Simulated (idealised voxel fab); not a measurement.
Module name: voxel double patterning (process module)
Displayed cross-section: cut, width of 300 nm, square cells sized 5 nm.
When this document writes out a cross-section, it uses a grid of square cells and lists it as bands, beginning at the top and moving down, with a band standing for one or more rows of cells. Within each band entry, the heights of the top and of the bottom of the band appear first, in that order and in nm; the materials of the band then follow from left to right, each with its corresponding width in nm. The designation "edge to edge" on a single material indicates that it fills the band from edge to edge; the designation "air" indicates empty space. For the purposes of this specification, 0 denotes the height below which the wafer in its as-received condition is composed wholly of one material, and the lowermost band, lacking a lower limit, extends downward without end, as expressed in "0 and below". The expression "30..40" gives the width at the extremes of the band, the first number at its top row of cells and the second at its bottom row, with the width changing by equal amounts from each row to the next in between. It should be understood that the words "no modification", when stated for a given step, signify that the cross-section underwent no change in any of its cells during that step. Basically, "closed voids" tells you about the enclosed voids: empty spaces with no open way to the top, 8 cells or bigger, each written width x height at distance, where distance is from the left edge, all in nm. It should be noted that, on the line of a given step, the content following the step's settings is a remark produced by the simulator itself with respect to that step. The optional step-line setting "overlay nm" applies to steps with a mask and quantifies how far to the right of its planned location the mask lay, a negative value indicating leftward placement.
# Steps planned for the process
1) RECEIVE: material Si
2) CONFORMAL_DEP: material SiO2, thk nm 5
3) DIRECTIONAL_DEP: material W, thk nm 15
4) DIRECTIONAL_DEP: material SiCN, thk nm 10
5) DIRECTIONAL_DEP: material aC, thk nm 15
6) PATTERN: tone open, mask id FIRST, material resist, width nm 15, pitch nm 50, thk nm 30, overlay nm -15
7) DIRECTIONAL_ETCH: etch materials aC, depth nm 15
8) STRIP: etch materials resist
9) DIRECTIONAL_ETCH: etch materials SiCN, depth nm 10
10) STRIP: etch materials aC
11) PATTERN: tone open, mask id SECOND, material resist, width nm 15, pitch nm 50, thk nm 15, overlay nm 0
12) DIRECTIONAL_ETCH: etch materials SiCN, depth nm 10
13) STRIP: etch materials resist
14) DIRECTIONAL_ETCH: etch materials W, depth nm 15
15) STRIP: etch materials SiCN
It is noted that the wafers described herein are identical at the outset and are distinguished by the overlay nm of step 6; the value stated in the plan corresponds to the first wafer.
# First of several wafers, received after step 1, in cross-section
  0 and below: Si edge to edge
  closed voids: none
# End of module: cross-section of the first of several wafers after step 15, the last step
  20 down to 5: W: 75, then air: 15, then W: 25, then air: 25, then W: 25, then air: 25, then W: 110
  5 down to 0: SiO2 edge to edge
  0 and below: Si edge to edge
  closed voids: none
# Last wafer, end of module, cross-section
  20 down to 5: W: 105, then air: 25, then W: 25, then air: 25, then W: 25, then air: 15, then W: 80
  5 down to 0: SiO2 edge to edge
  0 and below: Si edge to edge
  closed voids: none
# wafer rows; end of module; cells per material since receipt: (+) gained, (-) lost; then closed voids
overlay nm -15, +60 SiO2, +141 W, closed voids: none
overlay nm -10, +60 SiO2, +135 W, closed voids: none
overlay nm -5, +60 SiO2, +135 W, closed voids: none
overlay nm 0, +60 SiO2, +135 W, closed voids: none
overlay nm 5, +60 SiO2, +135 W, closed voids: none
overlay nm 10, +60 SiO2, +135 W, closed voids: none
overlay nm 15, +60 SiO2, +141 W, closed voids: none
